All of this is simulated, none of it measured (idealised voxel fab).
Process module in this document: voxel fin reveal
Section shown: cut. Width: 295 nm. Cell size: 5 nm, square.
Heads up, the way a cross-section reads in here is a grid of square cells, handed over as bands from the top down, with every band being one or more rows of cells.
Heights first: top, then bottom, in nm. Then materials, left to right, each with a width in nm. "everywhere" on a single material: fills the band edge to edge. "blank": empty space.
Measure heights from 0. That's the level where, below it, the as-received wafer is all one material. The lowest band is bottomless and extends downward; write it as in "0 nm and below".
You'd read "30 to 40" like this: the band's top row of cells is as wide as the first number, its bottom row is as wide as the second, and going down, every row changes width by the same amount as the row before did.
"nothing different" after a step means that no cell of the cross-section changed.
Enclosed cavities: empty space of 8 cells or more with no open way to the top, each as width x height at its distance from the left edge, in nm
That trailing text on a step's line, after the settings, is the simulator's own remark on the step.
A step line may carry the setting "overlay nm", which, for steps involving a mask, states the distance by which the mask lay to the right of its intended position; negative values denote displacement to the left.
Listed below are the process steps as planned
step 1: op RECEIVE | material Si
step 2: op CONFORMAL_DEP | material SiN | thk nm 10
step 3: op PATTERN | tone cover | mask id FINS | material resist | width nm 15 | pitch nm 40 | thk nm 20 | overlay nm 0
step 4: op DIRECTIONAL_ETCH | etch materials SiN | depth nm 10
step 5: op DIRECTIONAL_ETCH | etch materials Si | depth nm 30
step 6: op STRIP | etch materials resist
step 7: op FILL_DEP | material SiO2 | thk nm 5
step 8: op CMP | height nm 10
step 9: op SELECTIVE_ETCH | etch materials SiO2 | depth nm 25
step 10: op STRIP | etch materials SiN
step 11: op CONFORMAL_DEP | material SiO2 | thk nm 5
This is the cross-section of the wafer as we received it, i.e. after step 1
- 0 nm and below: Si everywhere
- Enclosed cavities: none
Looking at the first of two wafers in cross-section at end of module - ran to plan
- 5 nm to 0 nm: blank 95 nm, SiO2 25 nm, blank 15 nm, SiO2 25 nm, blank 15 nm, SiO2 25 nm, blank 95 nm
- 0 nm to -10 nm: blank 95 nm, SiO2 5 nm, Si 15 nm, SiO2 5 nm, blank 15 nm, SiO2 5 nm, Si 15 nm, SiO2 5 nm, blank 15 nm, SiO2 5 nm, Si 15 nm, SiO2 5 nm, blank 95 nm
- -10 nm to -30 nm: SiO2 100 nm, Si 15 nm, SiO2 25 nm, Si 15 nm, SiO2 25 nm, Si 15 nm, SiO2 100 nm
- -30 nm and below: Si everywhere
- Enclosed cavities: none
This is the second of the two wafers, cross-sectioned at the end of the module; it started exactly like the first and was given the same plan, but it was run with one mistake
- 5 nm to 0 nm: blank 90 nm, SiO2 35 nm, blank 5 nm, SiO2 35 nm, blank 5 nm, SiO2 35 nm, blank 90 nm
- 0 nm to -10 nm: blank 90 nm, SiO2 5 nm, Si 25 nm, SiO2 5 nm, blank 5 nm, SiO2 5 nm, Si 25 nm, SiO2 5 nm, blank 5 nm, SiO2 5 nm, Si 25 nm, SiO2 5 nm, blank 90 nm
- -10 nm to -30 nm: SiO2 95 nm, Si 25 nm, SiO2 15 nm, Si 25 nm, SiO2 15 nm, Si 25 nm, SiO2 95 nm
- -30 nm and below: Si everywhere
- Enclosed cavities: none
So what did we get wrong on this run? note that step 3 departed from the planned setting and was carried out as op PATTERN | tone cover | mask id FINS | material resist | width nm 25 | pitch nm 40 | thk nm 20 | overlay nm 0
End of process, cell counts, second wafer against first, materials with more or fewer: Si: 36 more; SiO2: 18 fewer
